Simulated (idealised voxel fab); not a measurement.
process module | voxel gate over fins
cross-section cut | 265 nm wide | cells 5 nm
A cross-section is a grid of square cells, given in bands from the top down. A band is one or more rows of cells.
Each band's line starts with the height of the band's top and of its bottom, in nm. Then come its materials from left to right, each with its width in nm. One material with "throughout" fills the band from edge to edge. "air" is empty space.
Height 0 is the level under which the wafer as received is all one material. The lowest band goes on downwards, as in "0 down".
A width such as "30 to 40" changes by the same amount from each row of cells to the next, from the band's top row to its bottom row.
"no change" after a step means that no cell of the cross-section changed.
closed voids: empty space of 8 cells or more with no open way to the top, each as width x height at its distance from the left edge, in nm
after a step's settings: what the simulator itself notes on the step
overlay nm, on a step with a mask: how far to the right of its planned place the mask lay; to the left if negative
Each pair below shows a cross-section before one step and the cross-section after it, down to the lowest band that changed. The line under each pair gives the step between them, with its settings. The pairs can come from different runs of this module on the same starting wafer, so a pair continues from the pair above only where its "before" says so.
before
  10 to 5: TiN 95 | air 5 | TiN 165
  5 to 0: SiO2 75 | SiN 15 | TiN 5 | air 5 | TiN 5 | SiO2 20 | SiN 15 | SiO2 35 | SiN 15 | SiO2 75
  0 to -25: SiO2 75 | Si 15 | TiN 5 | air 5 | TiN 5 | SiO2 20 | Si 15 | SiO2 35 | Si 15 | SiO2 75
  -25 to -30: SiO2 75 | Si 15 | TiN 15 | SiO2 20 | Si 15 | SiO2 35 | Si 15 | SiO2 75
  -30 to -35: SiO2 75 | Si 15 | SiO2 35 | Si 15 | SiO2 35 | Si 15 | SiO2 75
  -35 down: Si throughout
  closed voids: none
after
  15 to 10: W throughout
  10 to 5: TiN 95 | W 5 | TiN 165
  5 to 0: SiO2 75 | SiN 15 | TiN 5 | W 5 | TiN 5 | SiO2 20 | SiN 15 | SiO2 35 | SiN 15 | SiO2 75
  0 to -25: SiO2 75 | Si 15 | TiN 5 | W 5 | TiN 5 | SiO2 20 | Si 15 | SiO2 35 | Si 15 | SiO2 75
  below -25: unchanged
  closed voids: none
the step between: op FILL_DEP | material W | thk nm 5
before: the cross-section after the pair above
after
  5 to 0: SiO2 75 | SiN 15 | TiN 5 | W 5 | TiN 5 | SiO2 20 | SiN 15 | SiO2 35 | SiN 15 | SiO2 75
  below 0: unchanged
  closed voids: none
the step between: op CMP | height nm 5
before: the cross-section after the pair above
after
  5 to 0: SiO2 75 | SiN 15 | air 15 | SiO2 20 | SiN 15 | SiO2 35 | SiN 15 | SiO2 75
  0 to -25: SiO2 75 | Si 15 | air 15 | SiO2 20 | Si 15 | SiO2 35 | Si 15 | SiO2 75
  below -25: unchanged
  closed voids: none
the step between: op SELECTIVE_ETCH | etch materials W Ru TiN | depth nm 30
before: the cross-section after the pair above
after
  10 to 5: SiO2 throughout
  5 to 0: SiO2 75 | SiN 15 | SiO2 35 | SiN 15 | SiO2 35 | SiN 15 | SiO2 75
  0 to -25: SiO2 75 | Si 15 | SiO2 35 | Si 15 | SiO2 35 | Si 15 | SiO2 75
  below -25: unchanged
  closed voids: none
the step between: op FILL_DEP | material SiO2 | thk nm 5
before: the cross-section after the pair above
after
  5 to 0: SiO2 75 | SiN 15 | SiO2 35 | SiN 15 | SiO2 35 | SiN 15 | SiO2 75
  below 0: unchanged
  closed voids: none
the step between: op CMP | height nm 5
before: the cross-section after the pair above
after
  5 to 0: air 75 | SiN 15 | air 35 | SiN 15 | air 35 | SiN 15 | air 75
  0 to -15: air 75 | Si 15 | air 35 | Si 15 | air 35 | Si 15 | air 75
  below -15: unchanged
  closed voids: none
the step between: op SELECTIVE_ETCH | etch materials SiO2 | depth nm 20
before: the cross-section after the pair above
after
  0 to -15: air 75 | Si 15 | air 35 | Si 15 | air 35 | Si 15 | air 75
  below -15: unchanged
  closed voids: none
the step between: op STRIP | etch materials SiN
before: the cross-section after the pair above
after
  5 to 0: air 70 | HfO2 25 | air 25 | HfO2 25 | air 25 | HfO2 25 | air 70
  0 to -10: air 70 | HfO2 5 | Si 15 | HfO2 5 | air 25 | HfO2 5 | Si 15 | HfO2 5 | air 25 | HfO2 5 | Si 15 | HfO2 5 | air 70
  -10 to -15: HfO2 75 | Si 15 | HfO2 35 | Si 15 | HfO2 35 | Si 15 | HfO2 75
  below -15: unchanged
  closed voids: none
the step between: op CONFORMAL_DEP | material HfO2 | thk nm 5
before: the cross-section after the pair above
after
  10 to 5: air 65 | TiN 35 | air 15 | TiN 35 | air 15 | TiN 35 | air 65
  5 to 0: air 65 | TiN 5 | HfO2 25 | TiN 5 | air 15 | TiN 5 | HfO2 25 | TiN 5 | air 15 | TiN 5 | HfO2 25 | TiN 5 | air 65
  0 to -5: air 65 | TiN 5 | HfO2 5 | Si 15 | HfO2 5 | TiN 5 | air 15 | TiN 5 | HfO2 5 | Si 15 | HfO2 5 | TiN 5 | air 15 | TiN 5 | HfO2 5 | Si 15 | HfO2 5 | TiN 5 | air 65
  -5 to -10: TiN 70 | HfO2 5 | Si 15 | HfO2 5 | TiN 25 | HfO2 5 | Si 15 | HfO2 5 | TiN 25 | HfO2 5 | Si 15 | HfO2 5 | TiN 70
  below -10: unchanged
  closed voids: none
the step between: op CONFORMAL_DEP | material TiN | thk nm 5
before: the cross-section after the pair above
after
  25 to 10: W throughout
  10 to 5: W 65 | TiN 35 | W 15 | TiN 35 | W 15 | TiN 35 | W 65
  5 to 0: W 65 | TiN 5 | HfO2 25 | TiN 5 | W 15 | TiN 5 | HfO2 25 | TiN 5 | W 15 | TiN 5 | HfO2 25 | TiN 5 | W 65
  0 to -5: W 65 | TiN 5 | HfO2 5 | Si 15 | HfO2 5 | TiN 5 | W 15 | TiN 5 | HfO2 5 | Si 15 | HfO2 5 | TiN 5 | W 15 | TiN 5 | HfO2 5 | Si 15 | HfO2 5 | TiN 5 | W 65
  below -5: unchanged
  closed voids: none
the step between: op FILL_DEP | material W | thk nm 15
before: the cross-section after the pair above
after
  20 to 10: W throughout
  below 10: unchanged
  closed voids: none
the step between: op CMP | height nm 20
before: the cross-section after the pair above
after
  30 to 20: SiN throughout
  below 20: unchanged
  closed voids: none
the step between: op CONFORMAL_DEP | material SiN | thk nm 10
before
  20 to 10: W throughout
  10 to 5: W 65 | TiN 35 | W 15 | TiN 35 | W 15 | TiN 35 | W 65
  5 to 0: W 65 | TiN 5 | HfO2 25 | TiN 5 | W 15 | TiN 5 | HfO2 25 | TiN 5 | W 15 | TiN 5 | HfO2 25 | TiN 5 | W 65
  0 to -5: W 65 | TiN 5 | HfO2 5 | Si 15 | HfO2 5 | TiN 5 | W 15 | TiN 5 | HfO2 5 | Si 15 | HfO2 5 | TiN 5 | W 15 | TiN 5 | HfO2 5 | Si 15 | HfO2 5 | TiN 5 | W 65
  -5 to -10: TiN 70 | HfO2 5 | Si 15 | HfO2 5 | TiN 25 | HfO2 5 | Si 15 | HfO2 5 | TiN 25 | HfO2 5 | Si 15 | HfO2 5 | TiN 70
  -10 to -15: HfO2 75 | Si 15 | HfO2 35 | Si 15 | HfO2 35 | Si 15 | HfO2 75
  -15 to -25: SiO2 75 | Si 15 | SiO2 35 | Si 15 | SiO2 35 | Si 15 | SiO2 75
  -25 to -30: SiO2 75 | Si 15 | SiO2 10 | TiN 15 | SiO2 10 | Si 15 | SiO2 35 | Si 15 | SiO2 75
  -30 to -35: SiO2 75 | Si 15 | SiO2 35 | Si 15 | SiO2 35 | Si 15 | SiO2 75
  -35 down: Si throughout
  closed voids: none
after
  30 to 20: HfO2 throughout
  below 20: unchanged
  closed voids: none
the step between: op CONFORMAL_DEP | material HfO2 | thk nm 10
before
  20 to 5: aC throughout
  5 to 0: SiO2 75 | SiN 15 | SiO2 35 | SiN 15 | SiO2 35 | SiN 15 | SiO2 75
  0 to -35: SiO2 75 | Si 15 | SiO2 35 | Si 15 | SiO2 35 | Si 15 | SiO2 75
  -35 down: Si throughout
  closed voids: none
after
  55 to 20: air 100 | resist 15 | air 150
  below 20: unchanged
  closed voids: none
the step between: op PATTERN | tone cover | mask id RAIL | material resist | width nm 15 | thk nm 35 | overlay nm 0
before: the cross-section after the pair above
after
  40 to 20: air 100 | resist 15 | air 150
  20 to 5: air 100 | aC 15 | air 150
  below 5: unchanged
  closed voids: none
the step between: op DIRECTIONAL_ETCH | etch materials aC | depth nm 15
before: the cross-section after the pair above
after
  20 to 5: air 100 | aC 15 | air 150
  below 5: unchanged
  closed voids: none
the step between: op STRIP | etch materials resist
before: the cross-section after the pair above
after
  20 to 5: air 100 | aC 15 | air 150
  5 to 0: air 75 | SiN 15 | air 10 | SiO2 15 | air 10 | SiN 15 | air 35 | SiN 15 | air 75
  0 to -30: air 75 | Si 15 | air 10 | SiO2 15 | air 10 | Si 15 | air 35 | Si 15 | air 75
  below -30: unchanged
  closed voids: none
the step between: op DIRECTIONAL_ETCH | etch materials SiO2 | depth nm 35
before: the cross-section after the pair above
after
  5 to 0: air 75 | SiN 15 | air 10 | SiO2 15 | air 10 | SiN 15 | air 35 | SiN 15 | air 75
  below 0: unchanged
  closed voids: none
the step between: op STRIP | etch materials aC
before: the cross-section after the pair above
after
  10 to 5: air 70 | TiN 75 | air 25 | TiN 25 | air 70
  5 to 0: air 70 | TiN 5 | SiN 15 | TiN 10 | SiO2 15 | TiN 10 | SiN 15 | TiN 5 | air 25 | TiN 5 | SiN 15 | TiN 5 | air 70
  0 to -25: air 70 | TiN 5 | Si 15 | TiN 10 | SiO2 15 | TiN 10 | Si 15 | TiN 5 | air 25 | TiN 5 | Si 15 | TiN 5 | air 70
  -25 to -30: TiN 75 | Si 15 | TiN 10 | SiO2 15 | TiN 10 | Si 15 | TiN 35 | Si 15 | TiN 75
  below -30: unchanged
  closed voids: none
the step between: op CONFORMAL_DEP | material TiN | thk nm 5
before: the cross-section after the pair above
after
  15 to 10: W throughout
  10 to 5: W 70 | TiN 75 | W 25 | TiN 25 | W 70
  5 to 0: W 70 | TiN 5 | SiN 15 | TiN 10 | SiO2 15 | TiN 10 | SiN 15 | TiN 5 | W 25 | TiN 5 | SiN 15 | TiN 5 | W 70
  0 to -25: W 70 | TiN 5 | Si 15 | TiN 10 | SiO2 15 | TiN 10 | Si 15 | TiN 5 | W 25 | TiN 5 | Si 15 | TiN 5 | W 70
  below -25: unchanged
  closed voids: none
the step between: op FILL_DEP | material W | thk nm 5
before: the cross-section after the pair above
after
  5 to 0: W 70 | TiN 5 | SiN 15 | TiN 10 | SiO2 15 | TiN 10 | SiN 15 | TiN 5 | W 25 | TiN 5 | SiN 15 | TiN 5 | W 70
  below 0: unchanged
  closed voids: none
the step between: op CMP | height nm 5
before: the cross-section after the pair above
after
  5 to 0: air 75 | SiN 15 | air 10 | SiO2 15 | air 10 | SiN 15 | air 35 | SiN 15 | air 75
  0 to -25: air 75 | Si 15 | air 10 | SiO2 15 | air 10 | Si 15 | air 35 | Si 15 | air 75
  below -25: unchanged
  closed voids: none
the step between: op SELECTIVE_ETCH | etch materials W Ru TiN | depth nm 30
before: the cross-section after the pair above
after
  10 to 5: SiO2 throughout
  5 to 0: SiO2 75 | SiN 15 | SiO2 35 | SiN 15 | SiO2 35 | SiN 15 | SiO2 75
  0 to -25: SiO2 75 | Si 15 | SiO2 35 | Si 15 | SiO2 35 | Si 15 | SiO2 75
  below -25: unchanged
  closed voids: none
the step between: op FILL_DEP | material SiO2 | thk nm 5
before: the cross-section after the pair above
after
  5 to 0: SiO2 75 | SiN 15 | SiO2 35 | SiN 15 | SiO2 35 | SiN 15 | SiO2 75
  below 0: unchanged
  closed voids: none
the step between: op CMP | height nm 5
before: the cross-section after the pair above
after
  5 to 0: air 75 | SiN 15 | air 35 | SiN 15 | air 35 | SiN 15 | air 75
  0 to -15: air 75 | Si 15 | air 35 | Si 15 | air 35 | Si 15 | air 75
  below -15: unchanged
  closed voids: none
the step between: op SELECTIVE_ETCH | etch materials SiO2 | depth nm 20
before: the cross-section after the pair above
after
  0 to -15: air 75 | Si 15 | air 35 | Si 15 | air 35 | Si 15 | air 75
  below -15: unchanged
  closed voids: none
the step between: op STRIP | etch materials SiN
before: the cross-section after the pair above
after
  5 to 0: air 70 | HfO2 25 | air 25 | HfO2 25 | air 25 | HfO2 25 | air 70
  0 to -10: air 70 | HfO2 5 | Si 15 | HfO2 5 | air 25 | HfO2 5 | Si 15 | HfO2 5 | air 25 | HfO2 5 | Si 15 | HfO2 5 | air 70
  -10 to -15: HfO2 75 | Si 15 | HfO2 35 | Si 15 | HfO2 35 | Si 15 | HfO2 75
  below -15: unchanged
  closed voids: none
the step between: op CONFORMAL_DEP | material HfO2 | thk nm 5
before: the cross-section after the pair above
after
  10 to 5: air 65 | TiN 35 | air 15 | TiN 35 | air 15 | TiN 35 | air 65
  5 to 0: air 65 | TiN 5 | HfO2 25 | TiN 5 | air 15 | TiN 5 | HfO2 25 | TiN 5 | air 15 | TiN 5 | HfO2 25 | TiN 5 | air 65
  0 to -5: air 65 | TiN 5 | HfO2 5 | Si 15 | HfO2 5 | TiN 5 | air 15 | TiN 5 | HfO2 5 | Si 15 | HfO2 5 | TiN 5 | air 15 | TiN 5 | HfO2 5 | Si 15 | HfO2 5 | TiN 5 | air 65
  -5 to -10: TiN 70 | HfO2 5 | Si 15 | HfO2 5 | TiN 25 | HfO2 5 | Si 15 | HfO2 5 | TiN 25 | HfO2 5 | Si 15 | HfO2 5 | TiN 70
  below -10: unchanged
  closed voids: none
the step between: op CONFORMAL_DEP | material TiN | thk nm 5
before: the cross-section after the pair above
after
  25 to 10: W throughout
  10 to 5: W 65 | TiN 35 | W 15 | TiN 35 | W 15 | TiN 35 | W 65
  5 to 0: W 65 | TiN 5 | HfO2 25 | TiN 5 | W 15 | TiN 5 | HfO2 25 | TiN 5 | W 15 | TiN 5 | HfO2 25 | TiN 5 | W 65
  0 to -5: W 65 | TiN 5 | HfO2 5 | Si 15 | HfO2 5 | TiN 5 | W 15 | TiN 5 | HfO2 5 | Si 15 | HfO2 5 | TiN 5 | W 15 | TiN 5 | HfO2 5 | Si 15 | HfO2 5 | TiN 5 | W 65
  below -5: unchanged
  closed voids: none
the step between: op FILL_DEP | material W | thk nm 15
before: the cross-section after the pair above
after
  20 to 10: W throughout
  below 10: unchanged
  closed voids: none
the step between: op CMP | height nm 20
before: the cross-section after the pair above
after
  30 to 20: SiN throughout
  below 20: unchanged
  closed voids: none
the step between: op CONFORMAL_DEP | material SiN | thk nm 10
